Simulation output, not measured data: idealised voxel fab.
You're looking at the process module voxel transistor to metal.
165 nm wide, 5 nm square cells: that's cross-section cut.
Bands, listed from the top down, are how a cross-section gets written in this document; the cross-section itself is a grid of square cells, and a band is one or more rows of them. First you get the band's top height and its bottom height, in nm, and then the materials it's made of, left to right, with each width in nm. If you see a single material with "everywhere", that one covers the band edge to edge. "air" is empty space. The reference from which all heights are counted is 0, the level beneath which the as-received wafer is entirely one material; the lowest band, having no lower bound, proceeds downward and is written after the example "0 down". So if you see something like "30 to 40" for the width, read it as the top row of the band sitting at the first number and the bottom row at the second, with every row in between moving by the same amount as the last. Where the words "identical to before" appear for a step, the cross-section shows no cell changed by that step; every cell remained as before. Each empty space that has no open way to the top and spans at least 8 cells appears under "Closed voids list" as width x height at distance, the distance counted from the left edge, all in nm. The remark found on a step's line after its settings is issued by the simulator itself and pertains to that step. A step line may carry the setting "overlay nm", which, for steps involving a mask, states the distance by which the mask lay to the right of its intended position; negative values denote displacement to the left. Pairs follow: section before one process step, section after it down to the lowest changed band, step with settings underneath. Pairs may come from different runs of this module on the same starting wafer; continuity with the pair above only as stated in the "State on entry" entry.

State on entry:
> -5 to -10  SiO2 10 / air 20 / SiO2 105 / air 20 / SiO2 10
> -10 to -15  SiO2 10 / air 20 / SiO2 5 / Si 95 / SiO2 5 / air 20 / SiO2 10
> -15 to -20  SiO2 35 / Si 95 / SiO2 35
> -20 to -45  SiO2 30 / Si 105 / SiO2 30
> -45 down  Si everywhere
> Closed voids list: none

After the Step:
> 20 to 10  polySi 10 / air 20 / polySi 105 / air 20 / polySi 10
> 10 to -5  polySi everywhere
> -5 to -10  SiO2 10 / polySi 20 / SiO2 105 / polySi 20 / SiO2 10
> -10 to -15  SiO2 10 / polySi 20 / SiO2 5 / Si 95 / SiO2 5 / polySi 20 / SiO2 10
> below -15: unchanged
> Closed voids list: none
Intermediate step for the cross-sections above: DIRECTIONAL_DEP,material polySi,thk nm 25

State on entry: see the after view in the pair directly above.

After the Step:
> 30 to 20  SiCN 10 / air 20 / SiCN 105 / air 20 / SiCN 10
> 20 to 10  polySi 10 / SiCN 20 / polySi 105 / SiCN 20 / polySi 10
> below 10: unchanged
> Closed voids list: none
Intermediate step for the cross-sections above: DIRECTIONAL_DEP,material SiCN,thk nm 10

State on entry: see the after view in the pair directly above.

After the Step:
> 30 to 20  air 65 / SiCN 35 / air 65
> 20 to 10  polySi 10 / air 20 / polySi 105 / air 20 / polySi 10
> below 10: unchanged
> Closed voids list: none
Intermediate step for the cross-sections above: MASKED_ETCH,tone cover,mask id GATE,width nm 35,etch materials SiCN,depth nm 20,overlay nm 0

State on entry: see the after view in the pair directly above.

After the Step:
> 30 to 20  air 65 / SiCN 35 / air 65
> 20 to -5  air 65 / polySi 35 / air 65
> -5 to -10  SiO2 10 / air 20 / SiO2 105 / air 20 / SiO2 10
> -10 to -15  SiO2 10 / air 20 / SiO2 5 / Si 95 / SiO2 5 / air 20 / SiO2 10
> below -15: unchanged
> Closed voids list: none
Intermediate step for the cross-sections above: MASKED_ETCH,tone cover,mask id GATE,width nm 35,etch materials polySi,depth nm 35,overlay nm 0

State on entry: see the after view in the pair directly above.

After the Step:
> 40 to 30  air 55 / SiN 55 / air 55
> 30 to 20  air 55 / SiN 10 / SiCN 35 / SiN 10 / air 55
> 20 to 5  air 55 / SiN 10 / polySi 35 / SiN 10 / air 55
> 5 to -5  SiN 65 / polySi 35 / SiN 65
> -5 to -10  SiO2 10 / SiN 20 / SiO2 105 / SiN 20 / SiO2 10
> -10 to -15  SiO2 10 / SiN 20 / SiO2 5 / Si 95 / SiO2 5 / SiN 20 / SiO2 10
> below -15: unchanged
> Closed voids list: none
Intermediate step for the cross-sections above: CONFORMAL_DEP,material SiN,thk nm 10

State on entry: see the after view in the pair directly above.

After the Step:
> 30 to 20  air 55 / SiN 10 / SiCN 35 / SiN 10 / air 55
> 20 to -5  air 55 / SiN 10 / polySi 35 / SiN 10 / air 55
> below -5: unchanged
> Closed voids list: none
Intermediate step for the cross-sections above: DIRECTIONAL_ETCH,etch materials SiN,depth nm 10

State on entry: see the after view in the pair directly above.

After the Step:
> 30 to 20  air 55 / SiN 10 / SiCN 35 / SiN 10 / air 55
> 20 to -5  air 55 / SiN 10 / polySi 35 / SiN 10 / air 55
> -5 to -10  air 10 / SiN 20 / air 25 / SiO2 55 / air 25 / SiN 20 / air 10
> below -10: unchanged
> Closed voids list: none
Intermediate step for the cross-sections above: DIRECTIONAL_ETCH,etch materials SiO2,depth nm 5

State on entry: see the after view in the pair directly above.

After the Step:
> 30 to 20  air 55 / SiN 10 / SiCN 35 / SiN 10 / air 55
> 20 to -5  air 55 / SiN 10 / polySi 35 / SiN 10 / air 55
> -5 to -10  air 10 / SiN 20 / air 25 / SiO2 55 / air 25 / SiN 20 / air 10
> -10 to -15  SiO2 10 / SiN 20 / SiO2 5 / air 20 / Si 55 / air 20 / SiO2 5 / SiN 20 / SiO2 10
> below -15: unchanged
> Closed voids list: none
Intermediate step for the cross-sections above: DIRECTIONAL_ETCH,etch materials Si,depth nm 5

State on entry: see the after view in the pair directly above.

After the Step:
> 30 to 20  air 55 / SiN 10 / SiCN 35 / SiN 10 / air 55
> 20 to -5  air 55 / SiN 10 / polySi 35 / SiN 10 / air 55
> -5 to -10  air 10 / SiN 20 / air 20 / SiGe 5 / SiO2 55 / SiGe 5 / air 20 / SiN 20 / air 10
> -10 to -15  SiO2 10 / SiN 20 / SiO2 5 / SiGe 20 / Si 55 / SiGe 20 / SiO2 5 / SiN 20 / SiO2 10
> below -15: unchanged
> Closed voids list: none
Intermediate step for the cross-sections above: EPI,material SiGe,thk nm 5

State on entry: see the after view in the pair directly above.

After the Step:
> 40 to 30  SiO2 everywhere
> 30 to 20  SiO2 55 / SiN 10 / SiCN 35 / SiN 10 / SiO2 55
> 20 to -5  SiO2 55 / SiN 10 / polySi 35 / SiN 10 / SiO2 55
> -5 to -10  SiO2 10 / SiN 20 / SiO2 20 / SiGe 5 / SiO2 55 / SiGe 5 / SiO2 20 / SiN 20 / SiO2 10
> below -10: unchanged
> Closed voids list: none
Intermediate step for the cross-sections above: FILL_DEP,material SiO2,thk nm 10

State on entry: see the after view in the pair directly above.

After the Step:
> 20 to -5  SiO2 55 / SiN 10 / polySi 35 / SiN 10 / SiO2 55
> below -5: unchanged
> Closed voids list: none
Intermediate step for the cross-sections above: CMP,height nm 20

State on entry: see the after view in the pair directly above.

After the Step:
> 20 to -5  SiO2 55 / SiN 10 / air 35 / SiN 10 / SiO2 55
> below -5: unchanged
> Closed voids list: none
Intermediate step for the cross-sections above: STRIP,etch materials polySi

State on entry: see the after view in the pair directly above.

After the Step:
> 20 to 15  air 55 / SiN 10 / air 35 / SiN 10 / air 55
> 15 to -5  SiO2 55 / SiN 10 / air 35 / SiN 10 / SiO2 55
> -5 to -10  SiO2 10 / SiN 20 / SiO2 20 / SiGe 5 / SiO2 5 / air 45 / SiO2 5 / SiGe 5 / SiO2 20 / SiN 20 / SiO2 10
> below -10: unchanged
> Closed voids list: none
Intermediate step for the cross-sections above: SELECTIVE_ETCH,etch materials SiO2,depth nm 5

State on entry: see the after view in the pair directly above.

After the Step:
> 25 to 20  air 50 / HfO2 20 / air 25 / HfO2 20 / air 50
> 20 to 15  HfO2 55 / SiN 10 / HfO2 5 / air 25 / HfO2 5 / SiN 10 / HfO2 55
> 15 to -5  SiO2 55 / SiN 10 / HfO2 5 / air 25 / HfO2 5 / SiN 10 / SiO2 55
> -5 to -10  SiO2 10 / SiN 20 / SiO2 20 / SiGe 5 / SiO2 5 / HfO2 45 / SiO2 5 / SiGe 5 / SiO2 20 / SiN 20 / SiO2 10
> below -10: unchanged
> Closed voids list: none
Intermediate step for the cross-sections above: CONFORMAL_DEP,material HfO2,thk nm 5

State on entry: see the after view in the pair directly above.

After the Step:
> 30 to 25  air 45 / TiN 30 / air 15 / TiN 30 / air 45
> 25 to 20  TiN 50 / HfO2 20 / TiN 5 / air 15 / TiN 5 / HfO2 20 / TiN 50
> 20 to 15  HfO2 55 / SiN 10 / HfO2 5 / TiN 5 / air 15 / TiN 5 / HfO2 5 / SiN 10 / HfO2 55
> 15 to 0  SiO2 55 / SiN 10 / HfO2 5 / TiN 5 / air 15 / TiN 5 / HfO2 5 / SiN 10 / SiO2 55
> 0 to -5  SiO2 55 / SiN 10 / HfO2 5 / TiN 25 / HfO2 5 / SiN 10 / SiO2 55
> below -5: unchanged
> Closed voids list: none
Intermediate step for the cross-sections above: CONFORMAL_DEP,material TiN,thk nm 5

State on entry: see the after view in the pair directly above.

After the Step:
> 35 to 30  W everywhere
> 30 to 25  W 45 / TiN 30 / W 15 / TiN 30 / W 45
> 25 to 20  TiN 50 / HfO2 20 / TiN 5 / W 15 / TiN 5 / HfO2 20 / TiN 50
> 20 to 15  HfO2 55 / SiN 10 / HfO2 5 / TiN 5 / W 15 / TiN 5 / HfO2 5 / SiN 10 / HfO2 55
> 15 to 0  SiO2 55 / SiN 10 / HfO2 5 / TiN 5 / W 15 / TiN 5 / HfO2 5 / SiN 10 / SiO2 55
> below 0: unchanged
> Closed voids list: none
Intermediate step for the cross-sections above: FILL_DEP,material W,thk nm 5

State on entry: see the after view in the pair directly above.

After the Step:
> 15 to 0  SiO2 55 / SiN 10 / HfO2 5 / TiN 5 / W 15 / TiN 5 / HfO2 5 / SiN 10 / SiO2 55
> below 0: unchanged
> Closed voids list: none
Intermediate step for the cross-sections above: CMP,height nm 15

State on entry: see the after view in the pair directly above.

After the Step:
> 25 to 15  SiO2 everywhere
> below 15: unchanged
> Closed voids list: none
Intermediate step for the cross-sections above: DIRECTIONAL_DEP,material SiO2,thk nm 10

State on entry: see the after view in the pair directly above.

After the Step:
> 35 to 25  aC everywhere
> below 25: unchanged
> Closed voids list: none
Intermediate step for the cross-sections above: DIRECTIONAL_DEP,material aC,thk nm 10

State on entry: see the after view in the pair directly above.

After the Step:
> 65 to 35  resist 30 / air 20 / resist 65 / air 20 / resist 30
> below 35: unchanged
> Closed voids list: none
Intermediate step for the cross-sections above: PATTERN,tone open,mask id CONTACT,material resist,width nm 20,pitch nm 85,thk nm 30,overlay nm 0

State on entry: see the after view in the pair directly above.

After the Step:
> 55 to 35  resist 30 / air 20 / resist 65 / air 20 / resist 30
> 35 to 25  aC 30 / air 20 / aC 65 / air 20 / aC 30
> below 25: unchanged
> Closed voids list: none
Intermediate step for the cross-sections above: DIRECTIONAL_ETCH,etch materials aC,depth nm 10

State on entry: see the after view in the pair directly above.

After the Step:
> 35 to 25  aC 30 / air 20 / aC 65 / air 20 / aC 30
> below 25: unchanged
> Closed voids list: none
Intermediate step for the cross-sections above: STRIP,etch materials resist

State on entry: see the after view in the pair directly above.

After the Step:
> 35 to 25  aC 30 / air 20 / aC 65 / air 20 / aC 30
> 25 to 15  SiO2 30 / air 20 / SiO2 65 / air 20 / SiO2 30
> 15 to 0  SiO2 30 / air 20 / SiO2 5 / SiN 10 / HfO2 5 / TiN 5 / W 15 / TiN 5 / HfO2 5 / SiN 10 / SiO2 5 / air 20 / SiO2 30
> 0 to -5  SiO2 30 / air 20 / SiO2 5 / SiN 10 / HfO2 5 / TiN 25 / HfO2 5 / SiN 10 / SiO2 5 / air 20 / SiO2 30
> -5 to -10  SiO2 10 / SiN 20 / air 20 / SiGe 5 / SiO2 5 / HfO2 45 / SiO2 5 / SiGe 5 / air 20 / SiN 20 / SiO2 10
> below -10: unchanged
> Closed voids list: none
Intermediate step for the cross-sections above: DIRECTIONAL_ETCH,etch materials SiO2,depth nm 35

State on entry: see the after view in the pair directly above.

After the Step:
> 25 to 15  SiO2 30 / air 20 / SiO2 65 / air 20 / SiO2 30
> below 15: unchanged
> Closed voids list: none
Intermediate step for the cross-sections above: STRIP,etch materials aC

State on entry: see the after view in the pair directly above.

After the Step:
> 30 to 25  TiN 35 / air 10 / TiN 75 / air 10 / TiN 35
> 25 to 15  SiO2 30 / TiN 5 / air 10 / TiN 5 / SiO2 65 / TiN 5 / air 10 / TiN 5 / SiO2 30
> 15 to 0  SiO2 30 / TiN 5 / air 10 / TiN 5 / SiO2 5 / SiN 10 / HfO2 5 / TiN 5 / W 15 / TiN 5 / HfO2 5 / SiN 10 / SiO2 5 / TiN 5 / air 10 / TiN 5 / SiO2 30
> 0 to -5  SiO2 30 / TiN 5 / air 10 / TiN 5 / SiO2 5 / SiN 10 / HfO2 5 / TiN 25 / HfO2 5 / SiN 10 / SiO2 5 / TiN 5 / air 10 / TiN 5 / SiO2 30
> -5 to -10  SiO2 10 / SiN 20 / TiN 20 / SiGe 5 / SiO2 5 / HfO2 45 / SiO2 5 / SiGe 5 / TiN 20 / SiN 20 / SiO2 10
> below -10: unchanged
> Closed voids list: none
Intermediate step for the cross-sections above: CONFORMAL_DEP,material TiN,thk nm 5

State on entry: see the after view in the pair directly above.

After the Step:
> 35 to 30  W everywhere
> 30 to 25  TiN 35 / W 10 / TiN 75 / W 10 / TiN 35
> 25 to 15  SiO2 30 / TiN 5 / W 10 / TiN 5 / SiO2 65 / TiN 5 / W 10 / TiN 5 / SiO2 30
> 15 to 0  SiO2 30 / TiN 5 / W 10 / TiN 5 / SiO2 5 / SiN 10 / HfO2 5 / TiN 5 / W 15 / TiN 5 / HfO2 5 / SiN 10 / SiO2 5 / TiN 5 / W 10 / TiN 5 / SiO2 30
> 0 to -5  SiO2 30 / TiN 5 / W 10 / TiN 5 / SiO2 5 / SiN 10 / HfO2 5 / TiN 25 / HfO2 5 / SiN 10 / SiO2 5 / TiN 5 / W 10 / TiN 5 / SiO2 30
> below -5: unchanged
> Closed voids list: none
Intermediate step for the cross-sections above: FILL_DEP,material W,thk nm 5

State on entry: see the after view in the pair directly above.

After the Step:
> 25 to 15  SiO2 30 / TiN 5 / W 10 / TiN 5 / SiO2 65 / TiN 5 / W 10 / TiN 5 / SiO2 30
> below 15: unchanged
> Closed voids list: none
Intermediate step for the cross-sections above: CMP,height nm 25

State on entry: see the after view in the pair directly above.

After the Step:
> 30 to 25  TiN everywhere
> below 25: unchanged
> Closed voids list: none
Intermediate step for the cross-sections above: DIRECTIONAL_DEP,material TiN,thk nm 5

State on entry: see the after view in the pair directly above.

After the Step:
> 55 to 30  W everywhere
> below 30: unchanged
> Closed voids list: none
Intermediate step for the cross-sections above: DIRECTIONAL_DEP,material W,thk nm 25

State on entry: see the after view in the pair directly above.

After the Step:
> 55 to 30  air 30 / W 20 / air 65 / W 20 / air 30
> below 30: unchanged
> Closed voids list: none
Intermediate step for the cross-sections above: MASKED_ETCH,tone cover,mask id METAL_1,width nm 20,pitch nm 85,etch materials W,depth nm 25,overlay nm 0

State on entry: see the after view in the pair directly above.

After the Step:
> 55 to 30  air 30 / W 20 / air 65 / W 20 / air 30
> 30 to 25  air 30 / TiN 20 / air 65 / TiN 20 / air 30
> below 25: unchanged
> Closed voids list: none
Intermediate step for the cross-sections above: MASKED_ETCH,tone cover,mask id METAL_1,width nm 20,pitch nm 85,etch materials TiN,depth nm 5,overlay nm 0

State on entry: see the after view in the pair directly above.

After the Step:
> 60 to 55  air 25 / SiN 30 / air 55 / SiN 30 / air 25
> 55 to 30  air 25 / SiN 5 / W 20 / SiN 5 / air 55 / SiN 5 / W 20 / SiN 5 / air 25
> 30 to 25  SiN 30 / TiN 20 / SiN 65 / TiN 20 / SiN 30
> below 25: unchanged
> Closed voids list: none
Intermediate step for the cross-sections above: CONFORMAL_DEP,material SiN,thk nm 5

State on entry: see the after view in the pair directly above.

After the Step:
> 65 to 60  lowk everywhere
> 60 to 55  lowk 25 / SiN 30 / lowk 55 / SiN 30 / lowk 25
> 55 to 30  lowk 25 / SiN 5 / W 20 / SiN 5 / lowk 55 / SiN 5 / W 20 / SiN 5 / lowk 25
> below 30: unchanged
> Closed voids list: none
Intermediate step for the cross-sections above: FILL_DEP,material lowk,thk nm 5

State on entry: see the after view in the pair directly above.

After the Step:
> 55 to 30  lowk 25 / SiN 5 / W 20 / SiN 5 / lowk 55 / SiN 5 / W 20 / SiN 5 / lowk 25
> below 30: unchanged
> Closed voids list: none
Intermediate step for the cross-sections above: CMP,height nm 55

State on entry: see the after view in the pair directly above.

After the Step:
> 60 to 55  SiCN everywhere
> below 55: unchanged
> Closed voids list: none
Intermediate step for the cross-sections above: CONFORMAL_DEP,material SiCN,thk nm 5

State on entry:
> 10 to 0  air 25 / SiN 115 / air 25
> 0 to -5  air 25 / SiO2 115 / air 25
> -5 to -40  air 25 / Si 115 / air 25
> -40 down  Si everywhere
> Closed voids list: none

After the Step:
> 10 to 0  air 25 / SiN 115 / air 25
> 0 to -5  air 25 / SiO2 115 / air 25
> -5 to -40  air 25 / SiO2 10 / Si 95 / SiO2 10 / air 25
> -40 to -50  SiO2 35 / Si 95 / SiO2 35
> below -50: unchanged
> Closed voids list: none
Intermediate step for the cross-sections above: OXIDIZE,depth nm 10

State on entry: see the after view in the pair directly above.

After the Step:
> 25 to 10  SiO2 everywhere
> 10 to 0  SiO2 25 / SiN 115 / SiO2 25
> 0 to -5  SiO2 everywhere
> -5 to -50  SiO2 35 / Si 95 / SiO2 35
> below -50: unchanged
> Closed voids list: none
Intermediate step for the cross-sections above: FILL_DEP,material SiO2,thk nm 15

State on entry: see the after view in the pair directly above.

After the Step:
> 10 to 0  SiO2 25 / SiN 115 / SiO2 25
> below 0: unchanged
> Closed voids list: none
Intermediate step for the cross-sections above: CMP,height nm 10

State on entry: see the after view in the pair directly above.

After the Step:
> 10 to 0  air 25 / SiN 115 / air 25
> below 0: unchanged
> Closed voids list: none
Intermediate step for the cross-sections above: SELECTIVE_ETCH,etch materials SiO2,depth nm 10

State on entry: see the after view in the pair directly above.

After the Step:
> 0 to -5  SiO2 everywhere
> below -5: unchanged
> Closed voids list: none
Intermediate step for the cross-sections above: STRIP,etch materials SiN

State on entry: see the after view in the pair directly above.

After the Step:
> -5 to -50  SiO2 35 / Si 95 / SiO2 35
> below -50: unchanged
> Closed voids list: none
Intermediate step for the cross-sections above: SELECTIVE_ETCH,etch materials SiO2,depth nm 5

State on entry: see the after view in the pair directly above.

After the Step:
> -5 to -10  SiO2 everywhere
> below -10: unchanged
> Closed voids list: none
Intermediate step for the cross-sections above: OXIDIZE,depth nm 5

State on entry: see the after view in the pair directly above.

After the Step:
> 20 to -5  polySi everywhere
> below -5: unchanged
> Closed voids list: none
Intermediate step for the cross-sections above: DIRECTIONAL_DEP,material polySi,thk nm 25

State on entry: see the after view in the pair directly above.

After the Step:
> 30 to 20  SiCN everywhere
> below 20: unchanged
> Closed voids list: none
Intermediate step for the cross-sections above: DIRECTIONAL_DEP,material SiCN,thk nm 10

State on entry: see the after view in the pair directly above.

After the Step:
> 30 to 20  air 65 / SiCN 35 / air 65
> below 20: unchanged
> Closed voids list: none
Intermediate step for the cross-sections above: MASKED_ETCH,tone cover,mask id GATE,width nm 35,etch materials SiCN,depth nm 20,overlay nm 0

State on entry: see the after view in the pair directly above.

After the Step:
> 30 to 20  air 65 / SiCN 35 / air 65
> 20 to -5  air 65 / polySi 35 / air 65
> below -5: unchanged
> Closed voids list: none
Intermediate step for the cross-sections above: MASKED_ETCH,tone cover,mask id GATE,width nm 35,etch materials polySi,depth nm 35,overlay nm 0

State on entry: see the after view in the pair directly above.

After the Step:
> 40 to 30  air 55 / SiN 55 / air 55
> 30 to 20  air 55 / SiN 10 / SiCN 35 / SiN 10 / air 55
> 20 to 5  air 55 / SiN 10 / polySi 35 / SiN 10 / air 55
> 5 to -5  SiN 65 / polySi 35 / SiN 65
> below -5: unchanged
> Closed voids list: none
Intermediate step for the cross-sections above: CONFORMAL_DEP,material SiN,thk nm 10

State on entry: see the after view in the pair directly above.

After the Step:
> 30 to 20  air 55 / SiN 10 / SiCN 35 / SiN 10 / air 55
> 20 to -5  air 55 / SiN 10 / polySi 35 / SiN 10 / air 55
> below -5: unchanged
> Closed voids list: none
Intermediate step for the cross-sections above: DIRECTIONAL_ETCH,etch materials SiN,depth nm 10

State on entry: see the after view in the pair directly above.

After the Step:
> 30 to 20  air 55 / SiN 10 / SiCN 35 / SiN 10 / air 55
> 20 to -5  air 55 / SiN 10 / polySi 35 / SiN 10 / air 55
> -5 to -10  air 55 / SiO2 55 / air 55
> below -10: unchanged
> Closed voids list: none
Intermediate step for the cross-sections above: DIRECTIONAL_ETCH,etch materials SiO2,depth nm 5

State on entry: see the after view in the pair directly above.

After the Step:
> 30 to 20  air 55 / SiN 10 / SiCN 35 / SiN 10 / air 55
> 20 to -5  air 55 / SiN 10 / polySi 35 / SiN 10 / air 55
> -5 to -10  air 55 / SiO2 55 / air 55
> -10 to -15  SiO2 35 / air 20 / Si 55 / air 20 / SiO2 35
> below -15: unchanged
> Closed voids list: none
Intermediate step for the cross-sections above: DIRECTIONAL_ETCH,etch materials Si,depth nm 5

State on entry: see the after view in the pair directly above.

After the Step:
> 30 to 20  air 55 / SiN 10 / SiCN 35 / SiN 10 / air 55
> 20 to -5  air 55 / SiN 10 / polySi 35 / SiN 10 / air 55
> -5 to -10  air 50 / SiGe 5 / SiO2 55 / SiGe 5 / air 50
> -10 to -15  SiO2 35 / SiGe 20 / Si 55 / SiGe 20 / SiO2 35
> below -15: unchanged
> Closed voids list: none
Intermediate step for the cross-sections above: EPI,material SiGe,thk nm 5

State on entry: see the after view in the pair directly above.

After the Step:
> 40 to 30  SiO2 everywhere
> 30 to 20  SiO2 55 / SiN 10 / SiCN 35 / SiN 10 / SiO2 55
> 20 to -5  SiO2 55 / SiN 10 / polySi 35 / SiN 10 / SiO2 55
> -5 to -10  SiO2 50 / SiGe 5 / SiO2 55 / SiGe 5 / SiO2 50
> below -10: unchanged
> Closed voids list: none
Intermediate step for the cross-sections above: FILL_DEP,material SiO2,thk nm 10

State on entry: see the after view in the pair directly above.

After the Step:
> 20 to -5  SiO2 55 / SiN 10 / polySi 35 / SiN 10 / SiO2 55
> below -5: unchanged
> Closed voids list: none
Intermediate step for the cross-sections above: CMP,height nm 20

State on entry: see the after view in the pair directly above.

After the Step:
> 20 to -5  SiO2 55 / SiN 10 / air 35 / SiN 10 / SiO2 55
> below -5: unchanged
> Closed voids list: none
Intermediate step for the cross-sections above: STRIP,etch materials polySi

State on entry: see the after view in the pair directly above.

After the Step:
> 20 to 15  air 55 / SiN 10 / air 35 / SiN 10 / air 55
> 15 to -5  SiO2 55 / SiN 10 / air 35 / SiN 10 / SiO2 55
> -5 to -10  SiO2 50 / SiGe 5 / SiO2 5 / air 45 / SiO2 5 / SiGe 5 / SiO2 50
> below -10: unchanged
> Closed voids list: none
Intermediate step for the cross-sections above: SELECTIVE_ETCH,etch materials SiO2,depth nm 5

State on entry: see the after view in the pair directly above.

After the Step:
> 25 to 20  air 50 / HfO2 20 / air 25 / HfO2 20 / air 50
> 20 to 15  HfO2 55 / SiN 10 / HfO2 5 / air 25 / HfO2 5 / SiN 10 / HfO2 55
> 15 to -5  SiO2 55 / SiN 10 / HfO2 5 / air 25 / HfO2 5 / SiN 10 / SiO2 55
> -5 to -10  SiO2 50 / SiGe 5 / SiO2 5 / HfO2 45 / SiO2 5 / SiGe 5 / SiO2 50
> below -10: unchanged
> Closed voids list: none
Intermediate step for the cross-sections above: CONFORMAL_DEP,material HfO2,thk nm 5

State on entry: see the after view in the pair directly above.

After the Step:
> 30 to 25  air 45 / TiN 30 / air 15 / TiN 30 / air 45
> 25 to 20  TiN 50 / HfO2 20 / TiN 5 / air 15 / TiN 5 / HfO2 20 / TiN 50
> 20 to 15  HfO2 55 / SiN 10 / HfO2 5 / TiN 5 / air 15 / TiN 5 / HfO2 5 / SiN 10 / HfO2 55
> 15 to 0  SiO2 55 / SiN 10 / HfO2 5 / TiN 5 / air 15 / TiN 5 / HfO2 5 / SiN 10 / SiO2 55
> 0 to -5  SiO2 55 / SiN 10 / HfO2 5 / TiN 25 / HfO2 5 / SiN 10 / SiO2 55
> below -5: unchanged
> Closed voids list: none
Intermediate step for the cross-sections above: CONFORMAL_DEP,material TiN,thk nm 5

State on entry: see the after view in the pair directly above.

After the Step:
> 35 to 30  W everywhere
> 30 to 25  W 45 / TiN 30 / W 15 / TiN 30 / W 45
> 25 to 20  TiN 50 / HfO2 20 / TiN 5 / W 15 / TiN 5 / HfO2 20 / TiN 50
> 20 to 15  HfO2 55 / SiN 10 / HfO2 5 / TiN 5 / W 15 / TiN 5 / HfO2 5 / SiN 10 / HfO2 55
> 15 to 0  SiO2 55 / SiN 10 / HfO2 5 / TiN 5 / W 15 / TiN 5 / HfO2 5 / SiN 10 / SiO2 55
> below 0: unchanged
> Closed voids list: none
Intermediate step for the cross-sections above: FILL_DEP,material W,thk nm 5

State on entry: see the after view in the pair directly above.

After the Step:
> 15 to 0  SiO2 55 / SiN 10 / HfO2 5 / TiN 5 / W 15 / TiN 5 / HfO2 5 / SiN 10 / SiO2 55
> below 0: unchanged
> Closed voids list: none
Intermediate step for the cross-sections above: CMP,height nm 15

State on entry: see the after view in the pair directly above.

After the Step:
> 25 to 15  SiO2 everywhere
> below 15: unchanged
> Closed voids list: none
Intermediate step for the cross-sections above: DIRECTIONAL_DEP,material SiO2,thk nm 10

State on entry: see the after view in the pair directly above.

After the Step:
> 35 to 25  aC everywhere
> below 25: unchanged
> Closed voids list: none
Intermediate step for the cross-sections above: DIRECTIONAL_DEP,material aC,thk nm 10

State on entry: see the after view in the pair directly above.

After the Step:
> 65 to 35  resist 30 / air 20 / resist 65 / air 20 / resist 30
> below 35: unchanged
> Closed voids list: none
Intermediate step for the cross-sections above: PATTERN,tone open,mask id CONTACT,material resist,width nm 20,pitch nm 85,thk nm 30,overlay nm 0

State on entry: see the after view in the pair directly above.

After the Step:
> 55 to 35  resist 30 / air 20 / resist 65 / air 20 / resist 30
> 35 to 25  aC 30 / air 20 / aC 65 / air 20 / aC 30
> below 25: unchanged
> Closed voids list: none
Intermediate step for the cross-sections above: DIRECTIONAL_ETCH,etch materials aC,depth nm 10

State on entry: see the after view in the pair directly above.

After the Step:
> 35 to 25  aC 30 / air 20 / aC 65 / air 20 / aC 30
> below 25: unchanged
> Closed voids list: none
Intermediate step for the cross-sections above: STRIP,etch materials resist

State on entry: see the after view in the pair directly above.

After the Step:
> 35 to 25  aC 30 / air 20 / aC 65 / air 20 / aC 30
> 25 to 15  SiO2 30 / air 20 / SiO2 65 / air 20 / SiO2 30
> 15 to 0  SiO2 30 / air 20 / SiO2 5 / SiN 10 / HfO2 5 / TiN 5 / W 15 / TiN 5 / HfO2 5 / SiN 10 / SiO2 5 / air 20 / SiO2 30
> 0 to -5  SiO2 30 / air 20 / SiO2 5 / SiN 10 / HfO2 5 / TiN 25 / HfO2 5 / SiN 10 / SiO2 5 / air 20 / SiO2 30
> -5 to -10  SiO2 30 / air 20 / SiGe 5 / SiO2 5 / HfO2 45 / SiO2 5 / SiGe 5 / air 20 / SiO2 30
> below -10: unchanged
> Closed voids list: none
Intermediate step for the cross-sections above: DIRECTIONAL_ETCH,etch materials SiO2,depth nm 35

State on entry: see the after view in the pair directly above.

After the Step:
> 25 to 15  SiO2 30 / air 20 / SiO2 65 / air 20 / SiO2 30
> below 15: unchanged
> Closed voids list: none
Intermediate step for the cross-sections above: STRIP,etch materials aC

State on entry: see the after view in the pair directly above.

After the Step:
> 30 to 25  TiN 35 / air 10 / TiN 75 / air 10 / TiN 35
> 25 to 15  SiO2 30 / TiN 5 / air 10 / TiN 5 / SiO2 65 / TiN 5 / air 10 / TiN 5 / SiO2 30
> 15 to 0  SiO2 30 / TiN 5 / air 10 / TiN 5 / SiO2 5 / SiN 10 / HfO2 5 / TiN 5 / W 15 / TiN 5 / HfO2 5 / SiN 10 / SiO2 5 / TiN 5 / air 10 / TiN 5 / SiO2 30
> 0 to -5  SiO2 30 / TiN 5 / air 10 / TiN 5 / SiO2 5 / SiN 10 / HfO2 5 / TiN 25 / HfO2 5 / SiN 10 / SiO2 5 / TiN 5 / air 10 / TiN 5 / SiO2 30
> -5 to -10  SiO2 30 / TiN 20 / SiGe 5 / SiO2 5 / HfO2 45 / SiO2 5 / SiGe 5 / TiN 20 / SiO2 30
> below -10: unchanged
> Closed voids list: none
Intermediate step for the cross-sections above: CONFORMAL_DEP,material TiN,thk nm 5

State on entry: see the after view in the pair directly above.

After the Step:
> 35 to 30  W everywhere
> 30 to 25  TiN 35 / W 10 / TiN 75 / W 10 / TiN 35
> 25 to 15  SiO2 30 / TiN 5 / W 10 / TiN 5 / SiO2 65 / TiN 5 / W 10 / TiN 5 / SiO2 30
> 15 to 0  SiO2 30 / TiN 5 / W 10 / TiN 5 / SiO2 5 / SiN 10 / HfO2 5 / TiN 5 / W 15 / TiN 5 / HfO2 5 / SiN 10 / SiO2 5 / TiN 5 / W 10 / TiN 5 / SiO2 30
> 0 to -5  SiO2 30 / TiN 5 / W 10 / TiN 5 / SiO2 5 / SiN 10 / HfO2 5 / TiN 25 / HfO2 5 / SiN 10 / SiO2 5 / TiN 5 / W 10 / TiN 5 / SiO2 30
> below -5: unchanged
> Closed voids list: none
Intermediate step for the cross-sections above: FILL_DEP,material W,thk nm 5

State on entry: see the after view in the pair directly above.

After the Step:
> 25 to 15  SiO2 30 / TiN 5 / W 10 / TiN 5 / SiO2 65 / TiN 5 / W 10 / TiN 5 / SiO2 30
> below 15: unchanged
> Closed voids list: none
Intermediate step for the cross-sections above: CMP,height nm 25

State on entry: see the after view in the pair directly above.

After the Step:
> 30 to 25  TiN everywhere
> below 25: unchanged
> Closed voids list: none
Intermediate step for the cross-sections above: DIRECTIONAL_DEP,material TiN,thk nm 5

State on entry: see the after view in the pair directly above.

After the Step:
> 55 to 30  W everywhere
> below 30: unchanged
> Closed voids list: none
Intermediate step for the cross-sections above: DIRECTIONAL_DEP,material W,thk nm 25

State on entry: see the after view in the pair directly above.

After the Step:
> 55 to 30  air 30 / W 20 / air 65 / W 20 / air 30
> below 30: unchanged
> Closed voids list: none
Intermediate step for the cross-sections above: MASKED_ETCH,tone cover,mask id METAL_1,width nm 20,pitch nm 85,etch materials W,depth nm 25,overlay nm 0
